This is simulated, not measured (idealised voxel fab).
The following is a process module called voxel tone inversion.
Square cell edge 5 nm, section width 230 nm, ID cut.
Just so we're on the same page, the cross-sections are grids of square cells, and they're listed out in bands top to bottom, each band one or more rows deep. For a band, the entry starts with two heights in nm, that of the top and then that of the bottom, and carries on with the band's materials in order from left to right, each alongside its width in nm; the word "throughout" beside a single material means it fills the band edge to edge, and "blank" means empty space. Heights are expressed relative to 0, this being the level below which the as-received wafer comprises one material exclusively. The lowest band is unbounded in the downward direction and is denoted as in "0 and below". Width: "30->40" (first number = top row, second number = bottom row, same change from row to row of cells). No cell of the cross-section changed in a step that is given as "no modification". If an empty space has no open way to the top and is at least 8 cells in size, "Enclosed cavities" lists it, written width x height at distance, where distance is measured from the left edge and every value is in nm. Text after the settings on a step's line: the simulator's own remark on that step. Steps that use a mask can have "overlay nm" on their line. It says how far the mask sat to the right of where it was meant to be. Negative means to the left.

## Steps planned for the process
| 1 | RECEIVE with material Si |
| 2 | CONFORMAL_DEP with material SiN, thk nm 10 |
| 3 | DIRECTIONAL_DEP with material aC, thk nm 25 |
| 4 | PATTERN with tone cover, mask id POSTS, material resist, width nm 20, pitch nm 35, thk nm 35, overlay nm 0 |
| 5 | DIRECTIONAL_ETCH with etch materials aC, depth nm 25 |
| 6 | STRIP with etch materials resist |
| 7 | FILL_DEP with material lowk, thk nm 10 |
| 8 | CMP with height nm 35 |
| 9 | STRIP with etch materials aC |

## As-received wafer cross-section (after step 1)
	0 and below: Si throughout
	Enclosed cavities: none

## Module complete - cross-section of the first of two wafers, run according to plan
	35 down to 10: 70 nm lowk | 20 nm blank | 15 nm lowk | 20 nm blank | 15 nm lowk | 20 nm blank | 70 nm lowk
	10 down to 0: SiN throughout
	0 and below: Si throughout
	Enclosed cavities: none

## Second wafer cross-section at end of module - shared start and plan with the first, one mistake in the run
	35 down to 25: lowk throughout
	25 down to 0: 70 nm lowk | 20 nm aC | 15 nm lowk | 20 nm aC | 15 nm lowk | 20 nm aC | 70 nm lowk
	0 and below: Si throughout
	Enclosed cavities: none
In executing the process, a mistake was made relative to the plan: the run left out plan step 2 entirely, so it was never executed
Cell-count delta at end, second wafer over first, by material: 92 fewer of SiN, 60 more of aC, 92 more of lowk
